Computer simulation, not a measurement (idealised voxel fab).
process module | voxel double patterning
cross-section cut | 265 nm wide | cells 5 nm
A cross-section is a grid of square cells, given in bands from the top down. A band is one or more rows of cells.
Each band's line starts with the height of the band's top and of its bottom, in nm. Then come its materials from left to right, each with its width in nm. One material with "throughout" fills the band from edge to edge. "air" is empty space.
Height 0 is the level under which the wafer as received is all one material. The lowest band goes on downwards, as in "0 down".
A width such as "30 to 40" changes by the same amount from each row of cells to the next, from the band's top row to its bottom row.
"no change" after a step means that no cell of the cross-section changed.
closed voids: empty space of 8 cells or more with no open way to the top, each as width x height at its distance from the left edge, in nm
after a step's settings: what the simulator itself notes on the step
overlay nm, on a step with a mask: how far to the right of its planned place the mask lay; to the left if negative
plan
1 op RECEIVE | material Si
2 op CONFORMAL_DEP | material SiO2 | thk nm 5
3 op DIRECTIONAL_DEP | material polySi | thk nm 20
4 op DIRECTIONAL_DEP | material SiN | thk nm 5
5 op PATTERN | tone open | mask id FIRST | material resist | width nm 15 | pitch nm 50 | thk nm 15 | overlay nm 0
6 op DIRECTIONAL_ETCH | etch materials SiN | depth nm 5
7 op STRIP | etch materials resist
8 op DIRECTIONAL_DEP | material aC | thk nm 10
9 op PATTERN | tone open | mask id SECOND | material resist | width nm 15 | pitch nm 50 | thk nm 30 | overlay nm 0
10 op DIRECTIONAL_ETCH | etch materials aC | depth nm 10
11 op STRIP | etch materials resist
12 op DIRECTIONAL_ETCH | etch materials SiN | depth nm 5
13 op STRIP | etch materials aC
14 op DIRECTIONAL_ETCH | etch materials polySi | depth nm 20
15 op STRIP | etch materials SiN
as received, after step 1
  0 down: Si throughout
  closed voids: none
a wafer at the end: this start, this plan, one mistake
  45 to 25: polySi 75 | air 15 | polySi 10 | air 15 | polySi 10 | air 15 | polySi 10 | air 15 | polySi 10 | air 15 | polySi 75
  25 to 5: polySi throughout
  5 to 0: SiO2 throughout
  0 down: Si throughout
  closed voids: none
what went wrong: step 3 was run twice
